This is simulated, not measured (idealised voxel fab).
You're looking at the process module voxel released beams.
Cross-section cut: width 250 nm, square cells of 5 nm.
Heads up, the way a cross-section reads in here is a grid of square cells, handed over as bands from the top down, with every band being one or more rows of cells.
It is stipulated that each band's entry specify, in nanometres, the height of the top of the band and then that of its bottom, followed by the materials of the band in left-to-right sequence, each together with its width in nanometres. A single material marked by the word "all across" is understood to fill the band from edge to edge; the word "air" is understood to denote empty space.
Heights are measured from 0, the level below which the as-received wafer is all one material; the lowest band has no bottom and continues downward, written as in "0 nm and below".
The width entry "30 to 40" should be interpreted row by row: the top row of cells in the band takes the first number, the bottom row takes the second number, and the change between adjacent rows is uniform throughout.
No cell of the cross-section changed in a step that is given as "nothing changed".
"Sealed void listing" lists enclosed empty spaces (at least 8 cells, no open path upward to the top), each as width x height at distance from the left edge, in nm.
Heads up: the bit after the settings on a step's line is the simulator's remark on that step.
Regarding "overlay nm": on a step with a mask, it is the distance the mask lay to the right of its planned place; a negative value places it to the left.

-- The steps planned for the process are as follows
1,RECEIVE, material Si
2,CONFORMAL_DEP, material Al2O3, thk nm 10
3,DIRECTIONAL_DEP, material SiO2, thk nm 15
4,MASKED_ETCH, tone open, mask id ANCHOR, width nm 25, etch materials SiO2, depth nm 15, overlay nm 0
5,CONFORMAL_DEP, material W, thk nm 10
6,DIRECTIONAL_DEP, material aC, thk nm 15
7,PATTERN, tone cover, mask id BEAM, material resist, width nm 110, thk nm 30, overlay nm 0
8,DIRECTIONAL_ETCH, etch materials aC, depth nm 15
9,STRIP, etch materials resist
10,DIRECTIONAL_ETCH, etch materials W, depth nm 10
11,STRIP, etch materials aC
12,STRIP, etch materials SiO2

-- Cross-sectional view of the wafer in its as-received condition, corresponding to the state after step 1
  0 nm and below | Si all across
  Sealed void listing: none

-- The first of two wafers, cross-sectioned at the end of the module, with the run proceeding as planned
  35 nm to 25 nm | 65 air  15 W  5 air  90 W  75 air
  25 nm to 20 nm | 70 air  10 W  5 air  10 W  155 air
  20 nm to 10 nm | 70 air  25 W  155 air
  10 nm to 0 nm | Al2O3 all across
  0 nm and below | Si all across
  Sealed void listing: none

-- This cross-section belongs to the second wafer of two at the end of the module; the start and the plan were shared with the first, and the run included one mistake
  35 nm to 25 nm | 60 air  20 W  5 air  85 W  80 air
  25 nm to 20 nm | 70 air  10 W  5 air  10 W  155 air
  20 nm to 10 nm | 70 air  25 W  155 air
  10 nm to 0 nm | Al2O3 all across
  0 nm and below | Si all across
  Sealed void listing: none
Plan not followed: in deviation from the planned setting, step 7 was conducted as PATTERN, tone cover, mask id BEAM, material resist, width nm 110, thk nm 30, overlay nm -5
The concluding comparison shows that, measured in cells, each material is equally abundant on both wafers, albeit at different positions.
